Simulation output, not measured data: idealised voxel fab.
You're looking at the process module voxel local oxidation.
For reference, the cross-section in this document is cut, with width 290 nm and square cells of 5 nm.
In this document a cross-section is written as a grid of square cells. It is given as a series of bands, listed from the top down, and a band is one or more rows of cells. The band entry comprises the height of the band's top followed by the height of its bottom, expressed in nm, and subsequently the band's materials from left to right, each stated together with its width in nm. Where a single material is marked with the word "all across", that material fills the band from edge to edge. The word "blank" represents empty space. Height reference: 0 = level under which incoming wafer is all one material. Lowest band: no bottom, runs on downward, e.g. "0 -> down". So if you see something like "30->40" for the width, read it as the top row of the band sitting at the first number and the bottom row at the second, with every row in between moving by the same amount as the last. Step note "remained unchanged" = no cross-section cell changed. So "Enclosed cavity list" is basically the list of trapped voids: any empty space of 8 cells or more that can't reach the top through an opening. They're written width x height at distance, the distance being from the left edge, and it's all nm. Note: text after step settings on the step line = simulator remark on that step. overlay nm: where the mask lay relative to plan, measured to the right, on steps with a mask; negatives go left. Everything after this point is organized in pairs: a cross-section before one process step, a cross-section after it that shows only as deep as the lowest changed band, and, under the pair, the intervening step with its settings. Because different runs of this module on the same starting wafer can supply different pairs, a pair continues from the pair above it only if its entry headed "Before the process" says so.
### Before the process
* 0 -> down | Si all across
* Enclosed cavity list: none
### Cross-Section After Step
* 5 -> 0 | SiO2 all across
* All layers under 0 are left as they were.
* Enclosed cavity list: none
Which step turns the before cross-section above into the after cross-section? op CONFORMAL_DEP | material SiO2 | thk nm 5
Before the process: The prior state of this step coincides with the post-step cross-section of the pair just above.
### Cross-Section After Step
* 20 -> 5 | SiN all across
* All layers under 5 are left as they were.
* Enclosed cavity list: none
Which step turns the before cross-section above into the after cross-section? op CONFORMAL_DEP | material SiN | thk nm 15
Before the process: The prior state of this step coincides with the post-step cross-section of the pair just above.
### Cross-Section After Step
* 20 -> 5 | blank=35, then SiN=90, then blank=40, then SiN=90, then blank=35
* All layers under 5 are left as they were.
* Enclosed cavity list: none
Which step turns the before cross-section above into the after cross-section? op MASKED_ETCH | tone cover | mask id ACTIVE | width nm 90 | pitch nm 130 | etch materials SiN | depth nm 15 | overlay nm 0
Before the process: The prior state of this step coincides with the post-step cross-section of the pair just above.
### Cross-Section After Step
* 20 -> 5 | blank=35, then SiN=90, then blank=40, then SiN=90, then blank=35
* 5 -> 0 | blank=40, then SiO2=80, then blank=50, then SiO2=80, then blank=40
* All layers under 0 are left as they were.
* Enclosed cavity list: none
Which step turns the before cross-section above into the after cross-section? op SELECTIVE_ETCH | etch materials SiO2 | depth nm 5
Before the process: The prior state of this step coincides with the post-step cross-section of the pair just above.
### Cross-Section After Step
* 20 -> 5 | blank=35, then SiN=90, then blank=40, then SiN=90, then blank=35
* 5 -> 0 | blank=40, then SiO2=80, then blank=50, then SiO2=80, then blank=40
* 0 -> -15 | SiO2=55, then Si=50, then SiO2=80, then Si=50, then SiO2=55
* All layers under -15 are left as they were.
* Enclosed cavity list: none
Which step turns the before cross-section above into the after cross-section? op OXIDIZE | depth nm 15
Before the process: The prior state of this step coincides with the post-step cross-section of the pair just above.
### Cross-Section After Step
* 5 -> 0 | blank=40, then SiO2=80, then blank=50, then SiO2=80, then blank=40
* All layers under 0 are left as they were.
* Enclosed cavity list: none
Which step turns the before cross-section above into the after cross-section? op STRIP | etch materials SiN
### Before the process
* 5 -> 0 | SiO2 all across
* 0 -> down | Si all across
* Enclosed cavity list: none
### Cross-Section After Step
* 0 -> down | Si all across
* Enclosed cavity list: none
Which step turns the before cross-section above into the after cross-section? op SELECTIVE_ETCH | etch materials SiO2 | depth nm 5
Before the process: The prior state of this step coincides with the post-step cross-section of the pair just above.
### Cross-Section After Step
* 0 -> -15 | SiO2 all across
* All layers under -15 are left as they were.
* Enclosed cavity list: none
Which step turns the before cross-section above into the after cross-section? op OXIDIZE | depth nm 15
### Before the process
* 20 -> 5 | blank=35, then SiN=90, then blank=40, then SiN=90, then blank=35
* 5 -> 0 | blank=40, then SiO2=80, then blank=50, then SiO2=80, then blank=40
* 0 -> down | Si all across
* Enclosed cavity list: none
### Cross-Section After Step
* 5 -> 0 | blank=40, then SiO2=80, then blank=50, then SiO2=80, then blank=40
* All layers under 0 are left as they were.
* Enclosed cavity list: none
Which step turns the before cross-section above into the after cross-section? op STRIP | etch materials SiN
Before the process: The prior state of this step coincides with the post-step cross-section of the pair just above.
### Cross-Section After Step
* 5 -> 0 | blank=40, then SiO2=80, then blank=50, then SiO2=80, then blank=40
* 0 -> -15 | SiO2=55, then Si=50, then SiO2=80, then Si=50, then SiO2=55
* All layers under -15 are left as they were.
* Enclosed cavity list: none
Which step turns the before cross-section above into the after cross-section? op OXIDIZE | depth nm 15
### Before the process
* 20 -> 5 | blank=35, then SiN=90, then blank=40, then SiN=90, then blank=35
* 5 -> 0 | blank=40, then SiO2=80, then blank=50, then SiO2=80, then blank=40
* 0 -> down | Si all across
* Enclosed cavity list: none
### Cross-Section After Step
* 20 -> 5 | blank=35, then SiN=90, then blank=40, then SiN=90, then blank=35
* 5 -> 0 | blank=40, then SiO2=80, then blank=50, then SiO2=80, then blank=40
* 0 -> -10 | SiO2=50, then Si=60, then SiO2=70, then Si=60, then SiO2=50
* All layers under -10 are left as they were.
* Enclosed cavity list: none
Which step turns the before cross-section above into the after cross-section? op OXIDIZE | depth nm 10
Before the process: The prior state of this step coincides with the post-step cross-section of the pair just above.
### Cross-Section After Step
* 5 -> 0 | blank=40, then SiO2=80, then blank=50, then SiO2=80, then blank=40
* All layers under 0 are left as they were.
* Enclosed cavity list: none
Which step turns the before cross-section above into the after cross-section? op STRIP | etch materials SiN
### Before the process
* 20 -> 5 | SiN all across
* 5 -> 0 | SiO2 all across
* 0 -> down | Si all across
* Enclosed cavity list: none
### Cross-Section After Step
* 20 -> 5 | blank=40, then SiN=85, then blank=45, then SiN=85, then blank=35
* All layers under 5 are left as they were.
* Enclosed cavity list: none
Which step turns the before cross-section above into the after cross-section? op MASKED_ETCH | tone cover | mask id ACTIVE | width nm 85 | pitch nm 130 | etch materials SiN | depth nm 15 | overlay nm 0
Before the process: The prior state of this step coincides with the post-step cross-section of the pair just above.
### Cross-Section After Step
* 20 -> 5 | blank=40, then SiN=85, then blank=45, then SiN=85, then blank=35
* 5 -> 0 | blank=45, then SiO2=75, then blank=55, then SiO2=75, then blank=40
* All layers under 0 are left as they were.
* Enclosed cavity list: none
Which step turns the before cross-section above into the after cross-section? op SELECTIVE_ETCH | etch materials SiO2 | depth nm 5
Before the process: The prior state of this step coincides with the post-step cross-section of the pair just above.
### Cross-Section After Step
* 20 -> 5 | blank=40, then SiN=85, then blank=45, then SiN=85, then blank=35
* 5 -> 0 | blank=45, then SiO2=75, then blank=55, then SiO2=75, then blank=40
* 0 -> -15 | SiO2=60, then Si=45, then SiO2=85, then Si=45, then SiO2=55
* All layers under -15 are left as they were.
* Enclosed cavity list: none
Which step turns the before cross-section above into the after cross-section? op OXIDIZE | depth nm 15
Before the process: The prior state of this step coincides with the post-step cross-section of the pair just above.
### Cross-Section After Step
* 5 -> 0 | blank=45, then SiO2=75, then blank=55, then SiO2=75, then blank=40
* All layers under 0 are left as they were.
* Enclosed cavity list: none
Which step turns the before cross-section above into the after cross-section? op STRIP | etch materials SiN
### Before the process
* 20 -> 5 | SiN all across
* 5 -> 0 | SiO2 all across
* 0 -> down | Si all across
* Enclosed cavity list: none
### Cross-Section After Step
* 20 -> 5 | blank=40, then SiN=90, then blank=40, then SiN=90, then blank=30
* All layers under 5 are left as they were.
* Enclosed cavity list: none
Which step turns the before cross-section above into the after cross-section? op MASKED_ETCH | tone cover | mask id ACTIVE | width nm 90 | pitch nm 130 | etch materials SiN | depth nm 15 | overlay nm 5
Before the process: The prior state of this step coincides with the post-step cross-section of the pair just above.
### Cross-Section After Step
* 20 -> 5 | blank=40, then SiN=90, then blank=40, then SiN=90, then blank=30
* 5 -> 0 | blank=45, then SiO2=80, then blank=50, then SiO2=80, then blank=35
* All layers under 0 are left as they were.
* Enclosed cavity list: none
Which step turns the before cross-section above into the after cross-section? op SELECTIVE_ETCH | etch materials SiO2 | depth nm 5
Before the process: The prior state of this step coincides with the post-step cross-section of the pair just above.
### Cross-Section After Step
* 20 -> 5 | blank=40, then SiN=90, then blank=40, then SiN=90, then blank=30
* 5 -> 0 | blank=45, then SiO2=80, then blank=50, then SiO2=80, then blank=35
* 0 -> -15 | SiO2=60, then Si=50, then SiO2=80, then Si=50, then SiO2=50
* All layers under -15 are left as they were.
* Enclosed cavity list: none
Which step turns the before cross-section above into the after cross-section? op OXIDIZE | depth nm 15
Before the process: The prior state of this step coincides with the post-step cross-section of the pair just above.
### Cross-Section After Step
* 5 -> 0 | blank=45, then SiO2=80, then blank=50, then SiO2=80, then blank=35
* All layers under 0 are left as they were.
* Enclosed cavity list: none
Which step turns the before cross-section above into the after cross-section? op STRIP | etch materials SiN
### Before the process
* 5 -> 0 | SiO2 all across
* 0 -> down | Si all across
* Enclosed cavity list: none
### Cross-Section After Step
* 20 -> 0 | SiO2 all across
* All layers under 0 are left as they were.
* Enclosed cavity list: none
Which step turns the before cross-section above into the after cross-section? op CONFORMAL_DEP | material SiO2 | thk nm 15
Before the process: The prior state of this step coincides with the post-step cross-section of the pair just above.
### Cross-Section After Step
* 15 -> 0 | SiO2 all across
* All layers under 0 are left as they were.
* Enclosed cavity list: none
Which step turns the before cross-section above into the after cross-section? op SELECTIVE_ETCH | etch materials SiO2 | depth nm 5
### Before the process
* 20 -> 5 | SiN all across
* 5 -> 0 | SiO2 all across
* 0 -> down | Si all across
* Enclosed cavity list: none
### Cross-Section After Step
* 20 -> 5 | SiN=35, then blank=90, then SiN=40, then blank=90, then SiN=35
* All layers under 5 are left as they were.
* Enclosed cavity list: none
Which step turns the before cross-section above into the after cross-section? op MASKED_ETCH | tone open | mask id ACTIVE | width nm 90 | pitch nm 130 | etch materials SiN | depth nm 15 | overlay nm 0
Before the process: The prior state of this step coincides with the post-step cross-section of the pair just above.
### Cross-Section After Step
* 20 -> 5 | SiN=35, then blank=90, then SiN=40, then blank=90, then SiN=35
* 5 -> 0 | SiO2=30, then blank=100, then SiO2=30, then blank=100, then SiO2=30
* All layers under 0 are left as they were.
* Enclosed cavity list: none
Which step turns the before cross-section above into the after cross-section? op SELECTIVE_ETCH | etch materials SiO2 | depth nm 5
Before the process: The prior state of this step coincides with the post-step cross-section of the pair just above.
### Cross-Section After Step
* 20 -> 5 | SiN=35, then blank=90, then SiN=40, then blank=90, then SiN=35
* 5 -> 0 | SiO2=30, then blank=100, then SiO2=30, then blank=100, then SiO2=30
* 0 -> -15 | Si=15, then SiO2=260, then Si=15
* All layers under -15 are left as they were.
* Enclosed cavity list: none
Which step turns the before cross-section above into the after cross-section? op OXIDIZE | depth nm 15
Before the process: The prior state of this step coincides with the post-step cross-section of the pair just above.
### Cross-Section After Step
* 5 -> 0 | SiO2=30, then blank=100, then SiO2=30, then blank=100, then SiO2=30
* All layers under 0 are left as they were.
* Enclosed cavity list: none
Which step turns the before cross-section above into the after cross-section? op STRIP | etch materials SiN
